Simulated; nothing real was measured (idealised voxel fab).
Process module under the name voxel transistor to metal
The cross-section on display is named cut; it measures 195 nm wide, and its cells are 5 nm squares.
If you're reading a cross-section in this doc, picture square cells in a grid; it comes to you as bands, top ones listed first down to the bottom, and a band can be one or more rows of cells.
For a band, the entry starts with two heights in nm, that of the top and then that of the bottom, and carries on with the band's materials in order from left to right, each alongside its width in nm; the word "all across" beside a single material means it fills the band edge to edge, and "air" means empty space.
Height 0 is the level under which the wafer as received is all one material. The lowest band goes on downwards, as in "0 -> down".
Quick explanation for "30->40": the width changes in equal steps down the rows of cells, from the first number in the band's top row to the second number in its bottom row.
"remained the same" means the step left every cell of the cross-section as it was.
"Sealed-off cavities" lists enclosed empty spaces (at least 8 cells, no open path upward to the top), each as width x height at distance from the left edge, in nm.
Text after the settings on a step's line: the simulator's own remark on that step.
For masked steps, "overlay nm" on the step line gives how far right of plan the mask actually lay; a minus sign means it lay to the left.
# Process steps (planned)
1. RECEIVE (material Si)
2. CONFORMAL_DEP (material SiO2; thk nm 5)
3. CONFORMAL_DEP (material SiN; thk nm 10)
4. PATTERN (tone cover; mask id ACTIVE; material resist; width nm 125; thk nm 15; overlay nm 0)
5. DIRECTIONAL_ETCH (etch materials SiN; depth nm 10)
6. DIRECTIONAL_ETCH (etch materials SiO2; depth nm 5)
7. DIRECTIONAL_ETCH (etch materials Si; depth nm 20)
8. STRIP (etch materials resist)
9. OXIDIZE (depth nm 5)
10. FILL_DEP (material SiO2; thk nm 5)
11. CMP (height nm 15)
12. SELECTIVE_ETCH (etch materials SiO2; depth nm 10)
13. STRIP (etch materials SiN)
14. SELECTIVE_ETCH (etch materials SiO2; depth nm 5)
15. OXIDIZE (depth nm 5)
16. DIRECTIONAL_DEP (material polySi; thk nm 30)
17. DIRECTIONAL_DEP (material SiCN; thk nm 15)
18. PATTERN (tone cover; mask id GATE; material resist; width nm 35; thk nm 15; overlay nm 0)
19. DIRECTIONAL_ETCH (etch materials SiCN; depth nm 25)
20. DIRECTIONAL_ETCH (etch materials polySi; depth nm 40)
21. STRIP (etch materials resist)
22. CONFORMAL_DEP (material SiO2; thk nm 5)
23. DIRECTIONAL_ETCH (etch materials SiO2; depth nm 5)
24. CONFORMAL_DEP (material SiN; thk nm 5)
25. DIRECTIONAL_ETCH (etch materials SiN; depth nm 5)
26. DIRECTIONAL_ETCH (etch materials SiO2; depth nm 5)
27. DIRECTIONAL_ETCH (etch materials Si; depth nm 15)
28. EPI (material SiGe; thk nm 20)
29. FILL_DEP (material SiO2; thk nm 5)
30. CMP (height nm 30)
31. STRIP (etch materials polySi)
32. SELECTIVE_ETCH (etch materials SiO2; depth nm 5)
33. CONFORMAL_DEP (material HfO2; thk nm 5)
34. CONFORMAL_DEP (material TiN; thk nm 5)
35. FILL_DEP (material W; thk nm 10)
36. CMP (height nm 25)
37. DIRECTIONAL_DEP (material SiO2; thk nm 10)
38. DIRECTIONAL_DEP (material aC; thk nm 15)
39. PATTERN (tone open; mask id CONTACT; material resist; width nm 15; pitch nm 90; thk nm 30; overlay nm 0)
40. DIRECTIONAL_ETCH (etch materials aC; depth nm 15)
41. STRIP (etch materials resist)
42. DIRECTIONAL_ETCH (etch materials SiO2; depth nm 35)
43. STRIP (etch materials aC)
44. CONFORMAL_DEP (material TiN; thk nm 5)
45. FILL_DEP (material Ru; thk nm 5)
46. CMP (height nm 35)
47. DIRECTIONAL_DEP (material TiN; thk nm 5)
48. DIRECTIONAL_DEP (material W; thk nm 15)
49. PATTERN (tone cover; mask id METAL_1; material resist; width nm 15; pitch nm 90; thk nm 15; overlay nm 0)
50. DIRECTIONAL_ETCH (etch materials W; depth nm 15)
51. DIRECTIONAL_ETCH (etch materials TiN; depth nm 5)
52. STRIP (etch materials resist)
53. FILL_DEP (material lowk; thk nm 10)
54. CMP (height nm 55)
55. CONFORMAL_DEP (material SiN; thk nm 5)
# So this is the incoming wafer in cross-section - it's already been through step 1
0 -> down | Si all across
Sealed-off cavities: none
# First wafer of two, sectioned at end of module; run went per plan
60 -> 55 | SiN all across
55 -> 40 | 45 lowk, 15 W, 75 lowk, 15 W, 45 lowk
40 -> 35 | 45 lowk, 15 TiN, 75 lowk, 15 TiN, 45 lowk
35 -> 25 | 45 SiO2, 5 TiN, 5 Ru, 5 TiN, 75 SiO2, 5 TiN, 5 Ru, 5 TiN, 45 SiO2
25 -> 20 | 45 SiO2, 5 TiN, 5 Ru, 5 TiN, 10 SiO2, 5 SiN, 5 HfO2, 5 TiN, 25 W, 5 TiN, 5 HfO2, 5 SiN, 10 SiO2, 5 TiN, 5 Ru, 5 TiN, 45 SiO2
20 -> 15 | 45 SiO2, 15 TiN, 10 SiO2, 5 SiN, 5 HfO2, 5 TiN, 25 W, 5 TiN, 5 HfO2, 5 SiN, 10 SiO2, 15 TiN, 45 SiO2
15 -> 5 | 45 SiO2, 5 TiN, 20 SiGe, 5 SiN, 5 HfO2, 5 TiN, 25 W, 5 TiN, 5 HfO2, 5 SiN, 20 SiGe, 5 TiN, 45 SiO2
5 -> 0 | 45 SiO2, 5 TiN, 20 SiGe, 5 SiN, 5 HfO2, 35 TiN, 5 HfO2, 5 SiN, 20 SiGe, 5 TiN, 45 SiO2
0 -> -5 | 35 SiO2, 35 SiGe, 5 SiO2, 45 HfO2, 5 SiO2, 35 SiGe, 35 SiO2
-5 -> -20 | 40 SiO2, 30 SiGe, 55 Si, 30 SiGe, 40 SiO2
-20 -> -25 | 40 SiO2, 115 Si, 40 SiO2
-25 -> down | Si all across
Sealed-off cavities: none
# Cross-sectional image of the second wafer of the two following completion of the module. Starting state and process plan were the same as for the first wafer; one execution error occurred
60 -> 55 | SiN all across
55 -> 40 | 45 lowk, 15 W, 75 lowk, 15 W, 45 lowk
40 -> 35 | 45 lowk, 15 TiN, 75 lowk, 15 TiN, 45 lowk
35 -> 25 | 45 SiO2, 5 TiN, 5 Ru, 5 TiN, 75 SiO2, 5 TiN, 5 Ru, 5 TiN, 45 SiO2
25 -> 20 | 45 SiO2, 5 TiN, 5 Ru, 5 TiN, 10 SiO2, 5 SiN, 5 HfO2, 5 TiN, 25 W, 5 TiN, 5 HfO2, 5 SiN, 10 SiO2, 5 TiN, 5 Ru, 5 TiN, 45 SiO2
20 -> 15 | 45 SiO2, 15 TiN, 10 SiO2, 5 SiN, 5 HfO2, 5 TiN, 25 W, 5 TiN, 5 HfO2, 5 SiN, 10 SiO2, 15 TiN, 45 SiO2
15 -> 5 | 45 SiO2, 5 TiN, 20 SiGe, 5 SiN, 5 HfO2, 5 TiN, 25 W, 5 TiN, 5 HfO2, 5 SiN, 20 SiGe, 5 TiN, 45 SiO2
5 -> 0 | 45 SiO2, 5 TiN, 20 SiGe, 5 SiN, 5 HfO2, 35 TiN, 5 HfO2, 5 SiN, 20 SiGe, 5 TiN, 45 SiO2
0 -> -5 | 35 SiO2, 35 SiGe, 5 SiO2, 45 HfO2, 5 SiO2, 35 SiGe, 35 SiO2
-5 -> -20 | 40 SiO2, 30 SiGe, 55 Si, 30 SiGe, 40 SiO2
-20 -> -45 | 40 SiO2, 115 Si, 40 SiO2
-45 -> down | Si all across
Sealed-off cavities: none
So what did we get wrong on this run? in the plan, step 7 was performed twice
Final wafer comparison in cells, second versus first, more or fewer per material: Si -64; SiO2 +64
